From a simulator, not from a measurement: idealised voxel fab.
The process module that follows is named voxel self aligned contacts.
260 nm wide, 5 nm square cells: that's cross-section cut.
A cross-section is a grid of square cells, given in bands from the top down. A band is one or more rows of cells. Top height, bottom height, nm. Materials left to right, width each, nm. Single material + "edge to edge" = fills band edge to edge. "blank" = empty. For the purposes of this specification, 0 denotes the height below which the wafer in its as-received condition is composed wholly of one material, and the lowermost band, lacking a lower limit, extends downward without end, as expressed in "top 0, no bottom". The two numbers in a width such as "30->40" mark its ends across the band: the first belongs to the top row of cells, the second to the bottom row, and from each row to the next the width moves by the same amount. When a step is marked "identical to before", none of the cells in the cross-section changed during that step. Empty spaces counting at least 8 cells and having no open way to the top are listed in "Closed cavities". The notation width x height at distance is used for each, the distance being from the left edge and all three values in nm. On each step's line, the part that comes after the settings is the simulator's own comment on the step. overlay nm, on a step with a mask: how far to the right of its planned place the mask lay; to the left if negative.
THIS SECTION LISTS THE PROCESS STEPS THAT WERE PLANNED
1. RECEIVE with material Si
2. OXIDIZE with depth nm 5
3. DIRECTIONAL_DEP with material polySi, thk nm 30
4. DIRECTIONAL_DEP with material SiN, thk nm 15
5. DIRECTIONAL_DEP with material aC, thk nm 10
6. PATTERN with tone cover, mask id GATE, material resist, width nm 30, pitch nm 55, thk nm 30, overlay nm 0
7. DIRECTIONAL_ETCH with etch materials aC, depth nm 10
8. STRIP with etch materials resist
9. DIRECTIONAL_ETCH with etch materials SiN, depth nm 15
10. DIRECTIONAL_ETCH with etch materials polySi, depth nm 30
11. STRIP with etch materials aC
12. CONFORMAL_DEP with material SiN, thk nm 5
13. DIRECTIONAL_ETCH with etch materials SiN, depth nm 5
14. FILL_DEP with material SiO2, thk nm 15
15. CMP with height nm 50
16. MASKED_ETCH with tone open, mask id CONTACT, width nm 35, etch materials SiO2, depth nm 55, overlay nm 0
17. CONFORMAL_DEP with material TiN, thk nm 5
18. FILL_DEP with material Ru, thk nm 5
19. CMP with height nm 50
20. CONFORMAL_DEP with material SiN, thk nm 5
CROSS-SECTION OF THE INCOMING WAFER, STATE AFTER STEP 1
  top 0, no bottom = Si edge to edge
  Closed cavities: none
CROSS-SECTION TAKEN AT MODULE COMPLETION ON THE FIRST OF TWO WAFERS; PROCESSED PER THE PLAN
  top 55, bottom 50 = SiN edge to edge
  top 50, bottom 45 = SiO2 110 nm | TiN 15 nm | Ru 5 nm | TiN 15 nm | SiO2 115 nm
  top 45, bottom 30 = SiO2 80 nm | SiN 40 nm | TiN 5 nm | Ru 5 nm | TiN 5 nm | SiN 40 nm | SiO2 85 nm
  top 30, bottom 0 = SiO2 80 nm | SiN 5 nm | polySi 30 nm | SiN 5 nm | TiN 5 nm | Ru 5 nm | TiN 5 nm | SiN 5 nm | polySi 30 nm | SiN 5 nm | SiO2 85 nm
  top 0, bottom -5 = SiO2 120 nm | TiN 15 nm | SiO2 125 nm
  top -5, no bottom = Si edge to edge
  Closed cavities: none
THIS IS THE SECOND OF THE TWO WAFERS, CROSS-SECTIONED AT THE END OF THE MODULE; IT STARTED EXACTLY LIKE THE FIRST AND WAS GIVEN THE SAME PLAN, BUT IT WAS RUN WITH ONE MISTAKE
  top 55, bottom 50 = SiN edge to edge
  top 50, bottom 40 = SiO2 110 nm | TiN 5->10 nm | Ru 25->15 nm | TiN 5->10 nm | SiO2 115 nm
  top 40, bottom 30 = SiO2 85 nm | SiN 30 nm | TiN 5 nm | Ru 15 nm | TiN 5 nm | SiN 30 nm | SiO2 90 nm
  top 30, bottom 0 = SiO2 85 nm | polySi 30 nm | TiN 5 nm | Ru 15 nm | TiN 5 nm | polySi 30 nm | SiO2 90 nm
  top 0, bottom -5 = SiO2 115 nm | TiN 25 nm | SiO2 120 nm
  top -5, no bottom = Si edge to edge
  Closed cavities: none
Here's what went sideways: step 12 of the plan: omitted, not performed
Bottom line after processing is that, in cells, the second wafer is up or down on some materials versus the first: 22 more of Ru, 48 fewer of SiN, 26 more of SiO2
